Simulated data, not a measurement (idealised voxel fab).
The name of this process module is voxel self aligned vias.
Displayed cross-section: cut, width of 295 nm, square cells sized 5 nm.
Bands, listed from the top down, are how a cross-section gets written in this document; the cross-section itself is a grid of square cells, and a band is one or more rows of them. Heights first: top, then bottom, in nm. Then materials, left to right, each with a width in nm. "everywhere" on a single material: fills the band edge to edge. "air": empty space. Height datum 0, below which the as-received substrate wafer is one material. Lowest band open at the bottom, running downward: "0..down". Note: "30 to 40" means the width goes from the first number (top row of the band) to the second number (bottom row) in equal steps per row of cells. Basically "nothing different" means that step didn't change any cell in the cross-section. The entry "Voids lacking openings" lists the empty spaces that cover at least 8 cells and have no open path to the top. Each is written as width x height at distance, where the distance is measured from the left edge and all three values are in nm. The remark found on a step's line after its settings is issued by the simulator itself and pertains to that step. "overlay nm" on a masked step: distance the mask lay right of its planned place, negative for left.
THE PROCESS STEPS THAT WERE PLANNED ARE LISTED BELOW
step 1: RECEIVE, material Si
step 2: CONFORMAL_DEP, material SiO2, thk nm 15
step 3: CONFORMAL_DEP, material SiCN, thk nm 5
step 4: DIRECTIONAL_DEP, material lowk, thk nm 25
step 5: DIRECTIONAL_DEP, material aC, thk nm 15
step 6: PATTERN, tone open, mask id LINES, material resist, width nm 25, pitch nm 60, thk nm 30, overlay nm 0
step 7: DIRECTIONAL_ETCH, etch materials aC, depth nm 15
step 8: STRIP, etch materials resist
step 9: DIRECTIONAL_ETCH, etch materials lowk, depth nm 25
step 10: STRIP, etch materials aC
step 11: CONFORMAL_DEP, material TiN, thk nm 5
step 12: FILL_DEP, material Ru, thk nm 10
step 13: CMP, height nm 45
step 14: SELECTIVE_ETCH, etch materials W Ru TiN, depth nm 5
step 15: FILL_DEP, material SiN, thk nm 5
step 16: CMP, height nm 45
step 17: DIRECTIONAL_DEP, material lowk, thk nm 15
step 18: PATTERN, tone open, mask id VIAS, material resist, width nm 45, pitch nm 60, thk nm 15, overlay nm 0
step 19: DIRECTIONAL_ETCH, etch materials lowk, depth nm 15
step 20: DIRECTIONAL_ETCH, etch materials SiN, depth nm 5
step 21: STRIP, etch materials resist
step 22: CONFORMAL_DEP, material TiN, thk nm 5
step 23: FILL_DEP, material Ru, thk nm 10
step 24: CMP, height nm 60
step 25: CONFORMAL_DEP, material SiN, thk nm 5
CROSS-SECTIONAL VIEW OF THE WAFER IN ITS AS-RECEIVED CONDITION, CORRESPONDING TO THE STATE AFTER STEP 1
0..down: Si everywhere
Voids lacking openings: none
THE PLAN ABOVE WAS CARRIED OUT ON THE STARTING STRUCTURE ABOVE WITH ONE MISTAKE, AND THIS CROSS-SECTION SHOWS THE WAFER AT THE END OF THE MODULE
65..60: SiN everywhere
60..50: lowk=65, TiN=5, Ru=35, TiN=5, lowk=15, TiN=5, Ru=35, TiN=5, lowk=15, TiN=5, Ru=35, TiN=5, lowk=65
50..45: lowk=65, TiN=20, Ru=5, TiN=20, lowk=15, TiN=20, Ru=5, TiN=20, lowk=15, TiN=20, Ru=5, TiN=20, lowk=65
45..40: lowk=80, TiN=15, lowk=45, TiN=15, lowk=45, TiN=15, lowk=80
40..25: lowk=80, TiN=5, Ru=5, TiN=5, lowk=45, TiN=5, Ru=5, TiN=5, lowk=45, TiN=5, Ru=5, TiN=5, lowk=80
25..20: lowk=80, TiN=15, lowk=45, TiN=15, lowk=45, TiN=15, lowk=80
20..15: SiCN everywhere
15..0: SiO2 everywhere
0..down: Si everywhere
Voids lacking openings: none
So what did we get wrong on this run? step 6 ran as: PATTERN, tone open, mask id LINES, material resist, width nm 15, pitch nm 60, thk nm 30, overlay nm 0
